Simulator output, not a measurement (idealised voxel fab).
process module | voxel transistor to metal
cross-section cut | 295 nm wide | cells 5 nm
A cross-section is a grid of square cells, given in bands from the top down. A band is one or more rows of cells.
Each band's line starts with the height of the band's top and of its bottom, in nm. Then come its materials from left to right, each with its width in nm. One material with "throughout" fills the band from edge to edge. "air" is empty space.
Height 0 is the level under which the wafer as received is all one material. The lowest band goes on downwards, as in "0 down".
A width such as "30 to 40" changes by the same amount from each row of cells to the next, from the band's top row to its bottom row.
"no change" after a step means that no cell of the cross-section changed.
closed voids: empty space of 8 cells or more with no open way to the top, each as width x height at its distance from the left edge, in nm
after a step's settings: what the simulator itself notes on the step
overlay nm, on a step with a mask: how far to the right of its planned place the mask lay; to the left if negative
plan
1 op RECEIVE | material Si
2 op CONFORMAL_DEP | material SiO2 | thk nm 5
3 op CONFORMAL_DEP | material SiN | thk nm 15
4 op PATTERN | tone cover | mask id ACTIVE | material resist | width nm 105 | pitch nm 130 | thk nm 20 | overlay nm 0
5 op DIRECTIONAL_ETCH | etch materials SiN | depth nm 15
6 op DIRECTIONAL_ETCH | etch materials SiO2 | depth nm 5
7 op DIRECTIONAL_ETCH | etch materials Si | depth nm 30
8 op STRIP | etch materials resist
9 op OXIDIZE | depth nm 5
10 op FILL_DEP | material SiO2 | thk nm 15
11 op CMP | height nm 20
12 op SELECTIVE_ETCH | etch materials SiO2 | depth nm 15
13 op STRIP | etch materials SiN
14 op SELECTIVE_ETCH | etch materials SiO2 | depth nm 5
15 op OXIDIZE | depth nm 5
16 op DIRECTIONAL_DEP | material polySi | thk nm 25
17 op DIRECTIONAL_DEP | material SiCN | thk nm 15
18 op DIRECTIONAL_DEP | material aC | thk nm 10
19 op PATTERN | tone cover | mask id GATE | material resist | width nm 25 | pitch nm 130 | thk nm 25 | overlay nm 0
20 op DIRECTIONAL_ETCH | etch materials aC | depth nm 10
21 op STRIP | etch materials resist
22 op DIRECTIONAL_ETCH | etch materials SiCN | depth nm 25
23 op DIRECTIONAL_ETCH | etch materials polySi | depth nm 35
24 op STRIP | etch materials aC
25 op CONFORMAL_DEP | material SiN | thk nm 5
26 op DIRECTIONAL_ETCH | etch materials SiN | depth nm 5
27 op DIRECTIONAL_ETCH | etch materials SiO2 | depth nm 5
28 op DIRECTIONAL_ETCH | etch materials Si | depth nm 10
29 op EPI | material nSi | thk nm 15
30 op FILL_DEP | material SiO2 | thk nm 5
31 op CMP | height nm 40
32 op DIRECTIONAL_DEP | material SiO2 | thk nm 10
33 op PATTERN | tone open | mask id CONTACT | material resist | width nm 30 | pitch nm 65 | thk nm 15 | overlay nm 0
34 op DIRECTIONAL_ETCH | etch materials SiO2 | depth nm 50
35 op STRIP | etch materials resist
36 op CONFORMAL_DEP | material TiN | thk nm 5
37 op FILL_DEP | material W | thk nm 5
38 op CMP | height nm 50
39 op DIRECTIONAL_DEP | material TiN | thk nm 5
40 op DIRECTIONAL_DEP | material Ru | thk nm 15
41 op MASKED_ETCH | tone cover | mask id METAL_1 | width nm 15 | etch materials Ru | depth nm 15 | overlay nm 0
42 op MASKED_ETCH | tone cover | mask id METAL_1 | width nm 15 | etch materials TiN | depth nm 5 | overlay nm 0
43 op CONFORMAL_DEP | material SiN | thk nm 5
44 op FILL_DEP | material SiO2 | thk nm 5
45 op CMP | height nm 70
46 op CONFORMAL_DEP | material SiCN | thk nm 5
47 op DIRECTIONAL_DEP | material SiO2 | thk nm 25
48 op DIRECTIONAL_DEP | material aC | thk nm 10
49 op PATTERN | tone open | mask id METAL_2 | material resist | width nm 15 | pitch nm 130 | thk nm 30 | overlay nm 0
50 op DIRECTIONAL_ETCH | etch materials aC | depth nm 10
51 op STRIP | etch materials resist
52 op DIRECTIONAL_ETCH | etch materials SiO2 | depth nm 15
53 op STRIP | etch materials aC
54 op MASKED_ETCH | tone open | mask id METAL_2_HOLES | width nm 15 | pitch nm 130 | etch materials SiO2 | depth nm 10 | overlay nm 0
55 op MASKED_ETCH | tone open | mask id METAL_2_HOLES | width nm 15 | pitch nm 130 | etch materials SiCN | depth nm 5 | overlay nm 0
56 op CONFORMAL_DEP | material TiN | thk nm 5
57 op FILL_DEP | material Ru | thk nm 10
58 op CMP | height nm 100
59 op CONFORMAL_DEP | material SiN | thk nm 5
first wafer, as planned
as received, after step 1
  0 down: Si throughout
  closed voids: none
after step 2
  5 to 0: SiO2 throughout
  below 0: unchanged
after step 3
  20 to 5: SiN throughout
  below 5: unchanged
after step 4
  40 to 20: air 30 | resist 105 | air 25 | resist 105 | air 30
  below 20: unchanged
after step 5
  40 to 20: air 30 | resist 105 | air 25 | resist 105 | air 30
  20 to 5: air 30 | SiN 105 | air 25 | SiN 105 | air 30
  below 5: unchanged
after step 6
  40 to 20: air 30 | resist 105 | air 25 | resist 105 | air 30
  20 to 5: air 30 | SiN 105 | air 25 | SiN 105 | air 30
  5 to 0: air 30 | SiO2 105 | air 25 | SiO2 105 | air 30
  below 0: unchanged
after step 7
  40 to 20: air 30 | resist 105 | air 25 | resist 105 | air 30
  20 to 5: air 30 | SiN 105 | air 25 | SiN 105 | air 30
  5 to 0: air 30 | SiO2 105 | air 25 | SiO2 105 | air 30
  0 to -30: air 30 | Si 105 | air 25 | Si 105 | air 30
  below -30: unchanged
after step 8
  20 to 5: air 30 | SiN 105 | air 25 | SiN 105 | air 30
  below 5: unchanged
after step 9
  20 to 5: air 30 | SiN 105 | air 25 | SiN 105 | air 30
  5 to 0: air 30 | SiO2 105 | air 25 | SiO2 105 | air 30
  0 to -30: air 30 | SiO2 5 | Si 95 | SiO2 5 | air 25 | SiO2 5 | Si 95 | SiO2 5 | air 30
  -30 to -35: SiO2 35 | Si 95 | SiO2 35 | Si 95 | SiO2 35
  below -35: unchanged
after step 10
  35 to 20: SiO2 throughout
  20 to 5: SiO2 30 | SiN 105 | SiO2 25 | SiN 105 | SiO2 30
  5 to 0: SiO2 throughout
  0 to -35: SiO2 35 | Si 95 | SiO2 35 | Si 95 | SiO2 35
  below -35: unchanged
after step 11
  20 to 5: SiO2 30 | SiN 105 | SiO2 25 | SiN 105 | SiO2 30
  below 5: unchanged
after step 12
  20 to 5: air 30 | SiN 105 | air 25 | SiN 105 | air 30
  below 5: unchanged
after step 13
  5 to 0: SiO2 throughout
  below 0: unchanged
after step 14
  0 to -35: SiO2 35 | Si 95 | SiO2 35 | Si 95 | SiO2 35
  below -35: unchanged
after step 15
  0 to -5: SiO2 throughout
  below -5: unchanged
after step 16
  25 to 0: polySi throughout
  below 0: unchanged
after step 17
  40 to 25: SiCN throughout
  below 25: unchanged
after step 18
  50 to 40: aC throughout
  below 40: unchanged
after step 19
  75 to 50: air 70 | resist 25 | air 105 | resist 25 | air 70
  below 50: unchanged
after step 20
  65 to 50: air 70 | resist 25 | air 105 | resist 25 | air 70
  50 to 40: air 70 | aC 25 | air 105 | aC 25 | air 70
  below 40: unchanged
after step 21
  50 to 40: air 70 | aC 25 | air 105 | aC 25 | air 70
  below 40: unchanged
after step 22
  50 to 40: air 70 | aC 25 | air 105 | aC 25 | air 70
  40 to 25: air 70 | SiCN 25 | air 105 | SiCN 25 | air 70
  below 25: unchanged
after step 23
  50 to 40: air 70 | aC 25 | air 105 | aC 25 | air 70
  40 to 25: air 70 | SiCN 25 | air 105 | SiCN 25 | air 70
  25 to 0: air 70 | polySi 25 | air 105 | polySi 25 | air 70
  below 0: unchanged
after step 24
  40 to 25: air 70 | SiCN 25 | air 105 | SiCN 25 | air 70
  below 25: unchanged
after step 25
  45 to 40: air 65 | SiN 35 | air 95 | SiN 35 | air 65
  40 to 25: air 65 | SiN 5 | SiCN 25 | SiN 5 | air 95 | SiN 5 | SiCN 25 | SiN 5 | air 65
  25 to 5: air 65 | SiN 5 | polySi 25 | SiN 5 | air 95 | SiN 5 | polySi 25 | SiN 5 | air 65
  5 to 0: SiN 70 | polySi 25 | SiN 105 | polySi 25 | SiN 70
  below 0: unchanged
after step 26
  40 to 25: air 65 | SiN 5 | SiCN 25 | SiN 5 | air 95 | SiN 5 | SiCN 25 | SiN 5 | air 65
  25 to 0: air 65 | SiN 5 | polySi 25 | SiN 5 | air 95 | SiN 5 | polySi 25 | SiN 5 | air 65
  below 0: unchanged
after step 27
  40 to 25: air 65 | SiN 5 | SiCN 25 | SiN 5 | air 95 | SiN 5 | SiCN 25 | SiN 5 | air 65
  25 to 0: air 65 | SiN 5 | polySi 25 | SiN 5 | air 95 | SiN 5 | polySi 25 | SiN 5 | air 65
  0 to -5: air 65 | SiO2 35 | air 95 | SiO2 35 | air 65
  below -5: unchanged
after step 28
  40 to 25: air 65 | SiN 5 | SiCN 25 | SiN 5 | air 95 | SiN 5 | SiCN 25 | SiN 5 | air 65
  25 to 0: air 65 | SiN 5 | polySi 25 | SiN 5 | air 95 | SiN 5 | polySi 25 | SiN 5 | air 65
  0 to -5: air 65 | SiO2 35 | air 95 | SiO2 35 | air 65
  -5 to -15: SiO2 35 | air 30 | Si 35 | air 30 | SiO2 35 | air 30 | Si 35 | air 30 | SiO2 35
  below -15: unchanged
after step 29
  40 to 25: air 65 | SiN 5 | SiCN 25 | SiN 5 | air 95 | SiN 5 | SiCN 25 | SiN 5 | air 65
  25 to 10: air 65 | SiN 5 | polySi 25 | SiN 5 | air 95 | SiN 5 | polySi 25 | SiN 5 | air 65
  10 to 0: air 50 | nSi 15 | SiN 5 | polySi 25 | SiN 5 | nSi 15 | air 65 | nSi 15 | SiN 5 | polySi 25 | SiN 5 | nSi 15 | air 50
  0 to -5: air 30 | nSi 35 | SiO2 35 | nSi 35 | air 25 | nSi 35 | SiO2 35 | nSi 35 | air 30
  -5 to -15: SiO2 35 | nSi 30 | Si 35 | nSi 30 | SiO2 35 | nSi 30 | Si 35 | nSi 30 | SiO2 35
  below -15: unchanged
after step 30
  45 to 40: SiO2 throughout
  40 to 25: SiO2 65 | SiN 5 | SiCN 25 | SiN 5 | SiO2 95 | SiN 5 | SiCN 25 | SiN 5 | SiO2 65
  25 to 10: SiO2 65 | SiN 5 | polySi 25 | SiN 5 | SiO2 95 | SiN 5 | polySi 25 | SiN 5 | SiO2 65
  10 to 0: SiO2 50 | nSi 15 | SiN 5 | polySi 25 | SiN 5 | nSi 15 | SiO2 65 | nSi 15 | SiN 5 | polySi 25 | SiN 5 | nSi 15 | SiO2 50
  0 to -5: SiO2 30 | nSi 35 | SiO2 35 | nSi 35 | SiO2 25 | nSi 35 | SiO2 35 | nSi 35 | SiO2 30
  below -5: unchanged
after step 31
  40 to 25: SiO2 65 | SiN 5 | SiCN 25 | SiN 5 | SiO2 95 | SiN 5 | SiCN 25 | SiN 5 | SiO2 65
  below 25: unchanged
after step 32
  50 to 40: SiO2 throughout
  below 40: unchanged
after step 33
  65 to 50: resist 35 | air 30 | resist 35 | air 30 | resist 35 | air 30 | resist 35 | air 30 | resist 35
  below 50: unchanged
after step 34
  65 to 50: resist 35 | air 30 | resist 35 | air 30 | resist 35 | air 30 | resist 35 | air 30 | resist 35
  50 to 40: SiO2 35 | air 30 | SiO2 35 | air 30 | SiO2 35 | air 30 | SiO2 35 | air 30 | SiO2 35
  40 to 25: SiO2 35 | air 30 | SiN 5 | SiCN 25 | SiN 5 | air 30 | SiO2 35 | air 30 | SiN 5 | SiCN 25 | SiN 5 | air 30 | SiO2 35
  25 to 10: SiO2 35 | air 30 | SiN 5 | polySi 25 | SiN 5 | air 30 | SiO2 35 | air 30 | SiN 5 | polySi 25 | SiN 5 | air 30 | SiO2 35
  10 to 0: SiO2 35 | air 15 | nSi 15 | SiN 5 | polySi 25 | SiN 5 | nSi 15 | air 15 | SiO2 35 | air 15 | nSi 15 | SiN 5 | polySi 25 | SiN 5 | nSi 15 | air 15 | SiO2 35
  below 0: unchanged
after step 35
  50 to 40: SiO2 35 | air 30 | SiO2 35 | air 30 | SiO2 35 | air 30 | SiO2 35 | air 30 | SiO2 35
  below 40: unchanged
after step 36
  55 to 50: TiN 40 | air 20 | TiN 45 | air 20 | TiN 45 | air 20 | TiN 45 | air 20 | TiN 40
  50 to 40: SiO2 35 | TiN 5 | air 20 | TiN 5 | SiO2 35 | TiN 5 | air 20 | TiN 5 | SiO2 35 | TiN 5 | air 20 | TiN 5 | SiO2 35 | TiN 5 | air 20 | TiN 5 | SiO2 35
  40 to 25: SiO2 35 | TiN 5 | air 20 | TiN 5 | SiN 5 | SiCN 25 | SiN 5 | TiN 5 | air 20 | TiN 5 | SiO2 35 | TiN 5 | air 20 | TiN 5 | SiN 5 | SiCN 25 | SiN 5 | TiN 5 | air 20 | TiN 5 | SiO2 35
  25 to 15: SiO2 35 | TiN 5 | air 20 | TiN 5 | SiN 5 | polySi 25 | SiN 5 | TiN 5 | air 20 | TiN 5 | SiO2 35 | TiN 5 | air 20 | TiN 5 | SiN 5 | polySi 25 | SiN 5 | TiN 5 | air 20 | TiN 5 | SiO2 35
  15 to 10: SiO2 35 | TiN 5 | air 5 | TiN 20 | SiN 5 | polySi 25 | SiN 5 | TiN 20 | air 5 | TiN 5 | SiO2 35 | TiN 5 | air 5 | TiN 20 | SiN 5 | polySi 25 | SiN 5 | TiN 20 | air 5 | TiN 5 | SiO2 35
  10 to 5: SiO2 35 | TiN 5 | air 5 | TiN 5 | nSi 15 | SiN 5 | polySi 25 | SiN 5 | nSi 15 | TiN 5 | air 5 | TiN 5 | SiO2 35 | TiN 5 | air 5 | TiN 5 | nSi 15 | SiN 5 | polySi 25 | SiN 5 | nSi 15 | TiN 5 | air 5 | TiN 5 | SiO2 35
  5 to 0: SiO2 35 | TiN 15 | nSi 15 | SiN 5 | polySi 25 | SiN 5 | nSi 15 | TiN 15 | SiO2 35 | TiN 15 | nSi 15 | SiN 5 | polySi 25 | SiN 5 | nSi 15 | TiN 15 | SiO2 35
  below 0: unchanged
after step 37
  60 to 55: W throughout
  55 to 50: TiN 40 | W 20 | TiN 45 | W 20 | TiN 45 | W 20 | TiN 45 | W 20 | TiN 40
  50 to 40: SiO2 35 | TiN 5 | W 20 | TiN 5 | SiO2 35 | TiN 5 | W 20 | TiN 5 | SiO2 35 | TiN 5 | W 20 | TiN 5 | SiO2 35 | TiN 5 | W 20 | TiN 5 | SiO2 35
  40 to 25: SiO2 35 | TiN 5 | W 20 | TiN 5 | SiN 5 | SiCN 25 | SiN 5 | TiN 5 | W 20 | TiN 5 | SiO2 35 | TiN 5 | W 20 | TiN 5 | SiN 5 | SiCN 25 | SiN 5 | TiN 5 | W 20 | TiN 5 | SiO2 35
  25 to 15: SiO2 35 | TiN 5 | W 20 | TiN 5 | SiN 5 | polySi 25 | SiN 5 | TiN 5 | W 20 | TiN 5 | SiO2 35 | TiN 5 | W 20 | TiN 5 | SiN 5 | polySi 25 | SiN 5 | TiN 5 | W 20 | TiN 5 | SiO2 35
  15 to 10: SiO2 35 | TiN 5 | W 5 | TiN 20 | SiN 5 | polySi 25 | SiN 5 | TiN 20 | W 5 | TiN 5 | SiO2 35 | TiN 5 | W 5 | TiN 20 | SiN 5 | polySi 25 | SiN 5 | TiN 20 | W 5 | TiN 5 | SiO2 35
  10 to 5: SiO2 35 | TiN 5 | W 5 | TiN 5 | nSi 15 | SiN 5 | polySi 25 | SiN 5 | nSi 15 | TiN 5 | W 5 | TiN 5 | SiO2 35 | TiN 5 | W 5 | TiN 5 | nSi 15 | SiN 5 | polySi 25 | SiN 5 | nSi 15 | TiN 5 | W 5 | TiN 5 | SiO2 35
  below 5: unchanged
after step 38
  50 to 40: SiO2 35 | TiN 5 | W 20 | TiN 5 | SiO2 35 | TiN 5 | W 20 | TiN 5 | SiO2 35 | TiN 5 | W 20 | TiN 5 | SiO2 35 | TiN 5 | W 20 | TiN 5 | SiO2 35
  below 40: unchanged
after step 39
  55 to 50: TiN throughout
  below 50: unchanged
after step 40
  70 to 55: Ru throughout
  below 55: unchanged
after step 41
  70 to 55: air 35 | Ru 15 | air 65 | Ru 15 | air 35 | Ru 15 | air 65 | Ru 15 | air 35
  below 55: unchanged
after step 42
  70 to 55: air 35 | Ru 15 | air 65 | Ru 15 | air 35 | Ru 15 | air 65 | Ru 15 | air 35
  55 to 50: air 35 | TiN 15 | air 65 | TiN 15 | air 35 | TiN 15 | air 65 | TiN 15 | air 35
  below 50: unchanged
after step 43
  75 to 70: air 30 | SiN 25 | air 55 | SiN 25 | air 25 | SiN 25 | air 55 | SiN 25 | air 30
  70 to 55: air 30 | SiN 5 | Ru 15 | SiN 5 | air 55 | SiN 5 | Ru 15 | SiN 5 | air 25 | SiN 5 | Ru 15 | SiN 5 | air 55 | SiN 5 | Ru 15 | SiN 5 | air 30
  55 to 50: SiN 35 | TiN 15 | SiN 65 | TiN 15 | SiN 35 | TiN 15 | SiN 65 | TiN 15 | SiN 35
  below 50: unchanged
after step 44
  80 to 75: SiO2 throughout
  75 to 70: SiO2 30 | SiN 25 | SiO2 55 | SiN 25 | SiO2 25 | SiN 25 | SiO2 55 | SiN 25 | SiO2 30
  70 to 55: SiO2 30 | SiN 5 | Ru 15 | SiN 5 | SiO2 55 | SiN 5 | Ru 15 | SiN 5 | SiO2 25 | SiN 5 | Ru 15 | SiN 5 | SiO2 55 | SiN 5 | Ru 15 | SiN 5 | SiO2 30
  below 55: unchanged
after step 45
  70 to 55: SiO2 30 | SiN 5 | Ru 15 | SiN 5 | SiO2 55 | SiN 5 | Ru 15 | SiN 5 | SiO2 25 | SiN 5 | Ru 15 | SiN 5 | SiO2 55 | SiN 5 | Ru 15 | SiN 5 | SiO2 30
  below 55: unchanged
after step 46
  75 to 70: SiCN throughout
  below 70: unchanged
after step 47
  100 to 75: SiO2 throughout
  below 75: unchanged
after step 48
  110 to 100: aC throughout
  below 100: unchanged
after step 49
  140 to 110: resist 35 | air 15 | resist 115 | air 15 | resist 115
  below 110: unchanged
after step 50
  130 to 110: resist 35 | air 15 | resist 115 | air 15 | resist 115
  110 to 100: aC 35 | air 15 | aC 115 | air 15 | aC 115
  below 100: unchanged
after step 51
  110 to 100: aC 35 | air 15 | aC 115 | air 15 | aC 115
  below 100: unchanged
after step 52
  110 to 100: aC 35 | air 15 | aC 115 | air 15 | aC 115
  100 to 85: SiO2 35 | air 15 | SiO2 115 | air 15 | SiO2 115
  below 85: unchanged
after step 53
  100 to 85: SiO2 35 | air 15 | SiO2 115 | air 15 | SiO2 115
  below 85: unchanged
after step 54
  100 to 75: SiO2 35 | air 15 | SiO2 115 | air 15 | SiO2 115
  below 75: unchanged
after step 55
  100 to 75: SiO2 35 | air 15 | SiO2 115 | air 15 | SiO2 115
  75 to 70: SiCN 35 | air 15 | SiCN 115 | air 15 | SiCN 115
  below 70: unchanged
after step 56
  105 to 100: TiN 40 | air 5 | TiN 125 | air 5 | TiN 120
  100 to 75: SiO2 35 | TiN 5 | air 5 | TiN 5 | SiO2 115 | TiN 5 | air 5 | TiN 5 | SiO2 115
  75 to 70: SiCN 35 | TiN 15 | SiCN 115 | TiN 15 | SiCN 115
  below 70: unchanged
after step 57
  115 to 105: Ru throughout
  105 to 100: TiN 40 | Ru 5 | TiN 125 | Ru 5 | TiN 120
  100 to 75: SiO2 35 | TiN 5 | Ru 5 | TiN 5 | SiO2 115 | TiN 5 | Ru 5 | TiN 5 | SiO2 115
  below 75: unchanged
after step 58
  100 to 75: SiO2 35 | TiN 5 | Ru 5 | TiN 5 | SiO2 115 | TiN 5 | Ru 5 | TiN 5 | SiO2 115
  below 75: unchanged
after step 59
  105 to 100: SiN throughout
  below 100: unchanged
second wafer: like start, like plan, one mistake. Through step 15 it matches the first wafer
when step 16 should have ended
  25 to 0: SiCN throughout
  below 0: unchanged
when step 17 should have ended
  40 to 0: SiCN throughout
  below 0: unchanged
when step 18 should have ended
  50 to 40: aC throughout
  below 40: unchanged
when step 19 should have ended
  75 to 50: air 70 | resist 25 | air 105 | resist 25 | air 70
  below 50: unchanged
when step 20 should have ended
  65 to 50: air 70 | resist 25 | air 105 | resist 25 | air 70
  50 to 40: air 70 | aC 25 | air 105 | aC 25 | air 70
  below 40: unchanged
when step 21 should have ended
  50 to 40: air 70 | aC 25 | air 105 | aC 25 | air 70
  below 40: unchanged
when step 22 should have ended
  50 to 40: air 70 | aC 25 | air 105 | aC 25 | air 70
  40 to 15: air 70 | SiCN 25 | air 105 | SiCN 25 | air 70
  below 15: unchanged
when step 23 should have ended: no change
when step 24 should have ended
  40 to 15: air 70 | SiCN 25 | air 105 | SiCN 25 | air 70
  below 15: unchanged
when step 25 should have ended
  45 to 40: air 65 | SiN 35 | air 95 | SiN 35 | air 65
  40 to 20: air 65 | SiN 5 | SiCN 25 | SiN 5 | air 95 | SiN 5 | SiCN 25 | SiN 5 | air 65
  20 to 15: SiN 70 | SiCN 25 | SiN 105 | SiCN 25 | SiN 70
  below 15: unchanged
when step 26 should have ended
  40 to 15: air 65 | SiN 5 | SiCN 25 | SiN 5 | air 95 | SiN 5 | SiCN 25 | SiN 5 | air 65
  below 15: unchanged
when step 27 should have ended: no change
when step 28 should have ended: no change
when step 29 should have ended: no change
when step 30 should have ended
  45 to 40: SiO2 throughout
  40 to 15: SiO2 65 | SiN 5 | SiCN 25 | SiN 5 | SiO2 95 | SiN 5 | SiCN 25 | SiN 5 | SiO2 65
  below 15: unchanged
when step 31 should have ended
  40 to 15: SiO2 65 | SiN 5 | SiCN 25 | SiN 5 | SiO2 95 | SiN 5 | SiCN 25 | SiN 5 | SiO2 65
  below 15: unchanged
when step 32 should have ended
  50 to 40: SiO2 throughout
  below 40: unchanged
when step 33 should have ended
  65 to 50: resist 35 | air 30 | resist 35 | air 30 | resist 35 | air 30 | resist 35 | air 30 | resist 35
  below 50: unchanged
when step 34 should have ended
  65 to 50: resist 35 | air 30 | resist 35 | air 30 | resist 35 | air 30 | resist 35 | air 30 | resist 35
  50 to 40: SiO2 35 | air 30 | SiO2 35 | air 30 | SiO2 35 | air 30 | SiO2 35 | air 30 | SiO2 35
  40 to 15: SiO2 35 | air 30 | SiN 5 | SiCN 25 | SiN 5 | air 30 | SiO2 35 | air 30 | SiN 5 | SiCN 25 | SiN 5 | air 30 | SiO2 35
  below 15: unchanged
when step 35 should have ended
  50 to 40: SiO2 35 | air 30 | SiO2 35 | air 30 | SiO2 35 | air 30 | SiO2 35 | air 30 | SiO2 35
  below 40: unchanged
when step 36 should have ended
  55 to 50: TiN 40 | air 20 | TiN 45 | air 20 | TiN 45 | air 20 | TiN 45 | air 20 | TiN 40
  50 to 40: SiO2 35 | TiN 5 | air 20 | TiN 5 | SiO2 35 | TiN 5 | air 20 | TiN 5 | SiO2 35 | TiN 5 | air 20 | TiN 5 | SiO2 35 | TiN 5 | air 20 | TiN 5 | SiO2 35
  40 to 20: SiO2 35 | TiN 5 | air 20 | TiN 5 | SiN 5 | SiCN 25 | SiN 5 | TiN 5 | air 20 | TiN 5 | SiO2 35 | TiN 5 | air 20 | TiN 5 | SiN 5 | SiCN 25 | SiN 5 | TiN 5 | air 20 | TiN 5 | SiO2 35
  20 to 15: SiO2 35 | TiN 30 | SiN 5 | SiCN 25 | SiN 5 | TiN 30 | SiO2 35 | TiN 30 | SiN 5 | SiCN 25 | SiN 5 | TiN 30 | SiO2 35
  below 15: unchanged
when step 37 should have ended
  60 to 55: W throughout
  55 to 50: TiN 40 | W 20 | TiN 45 | W 20 | TiN 45 | W 20 | TiN 45 | W 20 | TiN 40
  50 to 40: SiO2 35 | TiN 5 | W 20 | TiN 5 | SiO2 35 | TiN 5 | W 20 | TiN 5 | SiO2 35 | TiN 5 | W 20 | TiN 5 | SiO2 35 | TiN 5 | W 20 | TiN 5 | SiO2 35
  40 to 20: SiO2 35 | TiN 5 | W 20 | TiN 5 | SiN 5 | SiCN 25 | SiN 5 | TiN 5 | W 20 | TiN 5 | SiO2 35 | TiN 5 | W 20 | TiN 5 | SiN 5 | SiCN 25 | SiN 5 | TiN 5 | W 20 | TiN 5 | SiO2 35
  below 20: unchanged
when step 38 should have ended
  50 to 40: SiO2 35 | TiN 5 | W 20 | TiN 5 | SiO2 35 | TiN 5 | W 20 | TiN 5 | SiO2 35 | TiN 5 | W 20 | TiN 5 | SiO2 35 | TiN 5 | W 20 | TiN 5 | SiO2 35
  below 40: unchanged
when step 39 should have ended
  55 to 50: TiN throughout
  below 50: unchanged
when step 40 should have ended
  70 to 55: Ru throughout
  below 55: unchanged
when step 41 should have ended
  70 to 55: air 35 | Ru 15 | air 65 | Ru 15 | air 35 | Ru 15 | air 65 | Ru 15 | air 35
  below 55: unchanged
when step 42 should have ended
  70 to 55: air 35 | Ru 15 | air 65 | Ru 15 | air 35 | Ru 15 | air 65 | Ru 15 | air 35
  55 to 50: air 35 | TiN 15 | air 65 | TiN 15 | air 35 | TiN 15 | air 65 | TiN 15 | air 35
  below 50: unchanged
when step 43 should have ended
  75 to 70: air 30 | SiN 25 | air 55 | SiN 25 | air 25 | SiN 25 | air 55 | SiN 25 | air 30
  70 to 55: air 30 | SiN 5 | Ru 15 | SiN 5 | air 55 | SiN 5 | Ru 15 | SiN 5 | air 25 | SiN 5 | Ru 15 | SiN 5 | air 55 | SiN 5 | Ru 15 | SiN 5 | air 30
  55 to 50: SiN 35 | TiN 15 | SiN 65 | TiN 15 | SiN 35 | TiN 15 | SiN 65 | TiN 15 | SiN 35
  below 50: unchanged
when step 44 should have ended
  80 to 75: SiO2 throughout
  75 to 70: SiO2 30 | SiN 25 | SiO2 55 | SiN 25 | SiO2 25 | SiN 25 | SiO2 55 | SiN 25 | SiO2 30
  70 to 55: SiO2 30 | SiN 5 | Ru 15 | SiN 5 | SiO2 55 | SiN 5 | Ru 15 | SiN 5 | SiO2 25 | SiN 5 | Ru 15 | SiN 5 | SiO2 55 | SiN 5 | Ru 15 | SiN 5 | SiO2 30
  below 55: unchanged
when step 45 should have ended
  70 to 55: SiO2 30 | SiN 5 | Ru 15 | SiN 5 | SiO2 55 | SiN 5 | Ru 15 | SiN 5 | SiO2 25 | SiN 5 | Ru 15 | SiN 5 | SiO2 55 | SiN 5 | Ru 15 | SiN 5 | SiO2 30
  below 55: unchanged
when step 46 should have ended
  75 to 70: SiCN throughout
  below 70: unchanged
when step 47 should have ended
  100 to 75: SiO2 throughout
  below 75: unchanged
when step 48 should have ended
  110 to 100: aC throughout
  below 100: unchanged
when step 49 should have ended
  140 to 110: resist 35 | air 15 | resist 115 | air 15 | resist 115
  below 110: unchanged
when step 50 should have ended
  130 to 110: resist 35 | air 15 | resist 115 | air 15 | resist 115
  110 to 100: aC 35 | air 15 | aC 115 | air 15 | aC 115
  below 100: unchanged
when step 51 should have ended
  110 to 100: aC 35 | air 15 | aC 115 | air 15 | aC 115
  below 100: unchanged
when step 52 should have ended
  110 to 100: aC 35 | air 15 | aC 115 | air 15 | aC 115
  100 to 85: SiO2 35 | air 15 | SiO2 115 | air 15 | SiO2 115
  below 85: unchanged
when step 53 should have ended
  100 to 85: SiO2 35 | air 15 | SiO2 115 | air 15 | SiO2 115
  below 85: unchanged
when step 54 should have ended
  100 to 75: SiO2 35 | air 15 | SiO2 115 | air 15 | SiO2 115
  below 75: unchanged
when step 55 should have ended
  100 to 75: SiO2 35 | air 15 | SiO2 115 | air 15 | SiO2 115
  75 to 70: SiCN 35 | air 15 | SiCN 115 | air 15 | SiCN 115
  below 70: unchanged
when step 56 should have ended
  105 to 100: TiN 40 | air 5 | TiN 125 | air 5 | TiN 120
  100 to 75: SiO2 35 | TiN 5 | air 5 | TiN 5 | SiO2 115 | TiN 5 | air 5 | TiN 5 | SiO2 115
  75 to 70: SiCN 35 | TiN 15 | SiCN 115 | TiN 15 | SiCN 115
  below 70: unchanged
when step 57 should have ended
  115 to 105: Ru throughout
  105 to 100: TiN 40 | Ru 5 | TiN 125 | Ru 5 | TiN 120
  100 to 75: SiO2 35 | TiN 5 | Ru 5 | TiN 5 | SiO2 115 | TiN 5 | Ru 5 | TiN 5 | SiO2 115
  below 75: unchanged
when step 58 should have ended
  100 to 75: SiO2 35 | TiN 5 | Ru 5 | TiN 5 | SiO2 115 | TiN 5 | Ru 5 | TiN 5 | SiO2 115
  below 75: unchanged
when step 59 should have ended
  105 to 100: SiN throughout
  below 100: unchanged
what went wrong: step 16 ran as: op DIRECTIONAL_DEP | material SiCN | thk nm 25
at the end the second wafer has, in cells: 48 more of Si | 197 more of SiCN | 12 fewer of SiN | 35 fewer of SiO2 | 24 fewer of TiN | 24 fewer of W | 100 fewer of nSi | 50 fewer of polySi
